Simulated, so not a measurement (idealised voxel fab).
This section sets out a process module, namely voxel spacer lines.
Xsec cut, 295 nm wide, square cell size 5 nm.
Heads up, the way a cross-section reads in here is a grid of square cells, handed over as bands from the top down, with every band being one or more rows of cells.
Heads up on the band format: heights come first, top then bottom, in nm. After that it's the materials left to right, each with its width in nm. A single material flagged "full width" fills the whole band edge to edge, and "empty" means there's empty space there.
Basically, 0 is our baseline, since under it the wafer straight out of the box is all one material. The bottom band has no lower end and keeps on going down, so it looks like "0 -> down".
Width spec "30 to 40" -> top row of cells at first value, bottom row at second value, equal per-row change in between.
The designation "no change occurred", where it is given for a processing step, indicates that no cell of the cross-section was altered in the course of that step.
Listed in "Voids, enclosed": every empty space of 8 or more cells without an open way to the top. Form: width x height at distance, the distance being from the left edge, all in nm.
Formally, on a step line, whatever follows the settings is a remark that the simulator itself makes on the step.
For masked steps, "overlay nm" on the step line gives how far right of plan the mask actually lay; a minus sign means it lay to the left.
Below is the list of planned process steps
1 op RECEIVE | material Si
2 op CONFORMAL_DEP | material Al2O3 | thk nm 5
3 op DIRECTIONAL_DEP | material SiN | thk nm 15
4 op DIRECTIONAL_DEP | material aC | thk nm 20
5 op PATTERN | tone cover | mask id MANDREL | material resist | width nm 15 | pitch nm 60 | thk nm 25 | overlay nm 0
6 op DIRECTIONAL_ETCH | etch materials aC | depth nm 20
7 op STRIP | etch materials resist
8 op CONFORMAL_DEP | material SiO2 | thk nm 15
9 op DIRECTIONAL_ETCH | etch materials SiO2 | depth nm 15
10 op STRIP | etch materials aC
11 op DIRECTIONAL_ETCH | etch materials SiN | depth nm 15
12 op STRIP | etch materials SiO2
13 op FILL_DEP | material SiO2 | thk nm 10
14 op CMP | height nm 20
First of two wafers - as planned
As received (post step 1): cross-section
    0 -> down = Si full width
    Voids, enclosed: none
The wafer in cross-section once step 2 is complete
    5 -> 0 = Al2O3 full width
    Everything below 0 is unchanged.
The wafer in cross-section once step 3 is complete
    20 -> 5 = SiN full width
    Everything below 5 is unchanged.
The wafer in cross-section once step 4 is complete
    40 -> 20 = aC full width
    Everything below 20 is unchanged.
The wafer in cross-section once step 5 is complete
    65 -> 40 = 110 of empty  15 of resist  45 of empty  15 of resist  110 of empty
    Everything below 40 is unchanged.
The wafer in cross-section once step 6 is complete
    45 -> 40 = 110 of empty  15 of resist  45 of empty  15 of resist  110 of empty
    40 -> 20 = 110 of empty  15 of aC  45 of empty  15 of aC  110 of empty
    Everything below 20 is unchanged.
The wafer in cross-section once step 7 is complete
    40 -> 20 = 110 of empty  15 of aC  45 of empty  15 of aC  110 of empty
    Everything below 20 is unchanged.
The wafer in cross-section once step 8 is complete
    55 -> 40 = 95 of empty  45 of SiO2  15 of empty  45 of SiO2  95 of empty
    40 -> 35 = 95 of empty  15 of SiO2  15 of aC  15 of SiO2  15 of empty  15 of SiO2  15 of aC  15 of SiO2  95 of empty
    35 -> 20 = 110 of SiO2  15 of aC  45 of SiO2  15 of aC  110 of SiO2
    Everything below 20 is unchanged.
The wafer in cross-section once step 9 is complete
    40 -> 20 = 95 of empty  15 of SiO2  15 of aC  15 of SiO2  15 of empty  15 of SiO2  15 of aC  15 of SiO2  95 of empty
    Everything below 20 is unchanged.
The wafer in cross-section once step 10 is complete
    40 -> 20 = 95 of empty  15 of SiO2  15 of empty  15 of SiO2  15 of empty  15 of SiO2  15 of empty  15 of SiO2  95 of empty
    Everything below 20 is unchanged.
The wafer in cross-section once step 11 is complete
    40 -> 20 = 95 of empty  15 of SiO2  15 of empty  15 of SiO2  15 of empty  15 of SiO2  15 of empty  15 of SiO2  95 of empty
    20 -> 5 = 95 of empty  15 of SiN  15 of empty  15 of SiN  15 of empty  15 of SiN  15 of empty  15 of SiN  95 of empty
    Everything below 5 is unchanged.
The wafer in cross-section once step 12 is complete
    20 -> 5 = 95 of empty  15 of SiN  15 of empty  15 of SiN  15 of empty  15 of SiN  15 of empty  15 of SiN  95 of empty
    Everything below 5 is unchanged.
The wafer in cross-section once step 13 is complete
    30 -> 20 = SiO2 full width
    20 -> 5 = 95 of SiO2  15 of SiN  15 of SiO2  15 of SiN  15 of SiO2  15 of SiN  15 of SiO2  15 of SiN  95 of SiO2
    Everything below 5 is unchanged.
The wafer in cross-section once step 14 is complete
    20 -> 5 = 95 of SiO2  15 of SiN  15 of SiO2  15 of SiN  15 of SiO2  15 of SiN  15 of SiO2  15 of SiN  95 of SiO2
    Everything below 5 is unchanged.
What follows concerns the second wafer, which started out like the first and was meant to follow the very same plan; one mistake crept in when it was run, but everything up to and including step 12 is the same as for the first wafer
Here is the second wafer in cross-section at the point where step 13 of the plan should have been done
    40 -> 20 = SiO2 full width
    20 -> 5 = 95 of SiO2  15 of SiN  15 of SiO2  15 of SiN  15 of SiO2  15 of SiN  15 of SiO2  15 of SiN  95 of SiO2
    Everything below 5 is unchanged.
Here is the second wafer in cross-section at the point where step 14 of the plan should have been done
    20 -> 5 = 95 of SiO2  15 of SiN  15 of SiO2  15 of SiN  15 of SiO2  15 of SiN  15 of SiO2  15 of SiN  95 of SiO2
    Everything below 5 is unchanged.
Heads up, the wafer didn't run the way we planned it: the plan had its step 13 run twice
The two wafers wind up with the same cross-section at the end, so whatever this model computes is the same despite the mistake.
